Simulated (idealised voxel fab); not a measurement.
Process module under the name voxel ribs on slabs
Square cells of 5 nm make up the cross-section cut, whose width is 200 nm.
Just so we're on the same page, the cross-sections are grids of square cells, and they're listed out in bands top to bottom, each band one or more rows deep.
The band entry comprises the height of the band's top followed by the height of its bottom, expressed in nm, and subsequently the band's materials from left to right, each stated together with its width in nm. Where a single material is marked with the word "edge to edge", that material fills the band from edge to edge. The word "air" represents empty space.
Heights from 0 (as-received wafer is one material below). Bottom band endless downward, as "0 -> down".
You'd read "30 to 40" like this: the band's top row of cells is as wide as the first number, its bottom row is as wide as the second, and going down, every row changes width by the same amount as the row before did.
"nothing got changed" -> step changed no cross-section cell.
Voids not open to the top, 8 cells minimum: see "Closed cavity list". Written width x height at distance; distance is from the left edge; nm.
Step line, after settings: the simulator's comment on this step.
overlay nm: step with mask; distance mask lay right of planned place; negative value = left of planned place.
## Planned step list for the process
1 RECEIVE with material Si
2 DIRECTIONAL_DEP with material SiO2, thk nm 30
3 DIRECTIONAL_DEP with material SiN, thk nm 25
4 MASKED_ETCH with tone cover, mask id RIB, width nm 20, etch materials SiN, depth nm 5, overlay nm 0
5 PATTERN with tone cover, mask id SLAB, material resist, width nm 80, thk nm 20, overlay nm 0
6 DIRECTIONAL_ETCH with etch materials SiN, depth nm 20
7 STRIP with etch materials resist
8 FILL_DEP with material SiO2, thk nm 15
9 CMP with height nm 65
10 DIRECTIONAL_DEP with material TiN, thk nm 10
11 MASKED_ETCH with tone cover, mask id HEATER, width nm 30, etch materials TiN, depth nm 10, overlay nm 0
12 CONFORMAL_DEP with material SiN, thk nm 10
## Cross-section, incoming material, after step 1
    0 -> down: Si edge to edge
    Closed cavity list: none
## Looking at the first of two wafers in cross-section at end of module - ran to plan
    85 -> 75: air (75), SiN (50), air (75)
    75 -> 65: SiN (85), TiN (30), SiN (85)
    65 -> 55: SiO2 edge to edge
    55 -> 50: SiO2 (90), SiN (20), SiO2 (90)
    50 -> 30: SiO2 (60), SiN (80), SiO2 (60)
    30 -> 0: SiO2 edge to edge
    0 -> down: Si edge to edge
    Closed cavity list: none
## So this is wafer number two of the two, cut at the end of the module - it started where the first did and had the same plan, we just got one thing wrong running it
    85 -> 75: air (75), SiN (50), air (75)
    75 -> 65: SiN (85), TiN (30), SiN (85)
    65 -> 25: SiO2 edge to edge
    25 -> 0: SiN edge to edge
    0 -> down: Si edge to edge
    Closed cavity list: none
Plan not followed: step 2 ran in the slot meant for step 3, and vice versa
In the final state, the cell counts of the second wafer exceed or fall short of those of the first for the following materials: 132 more of SiN, 132 fewer of SiO2
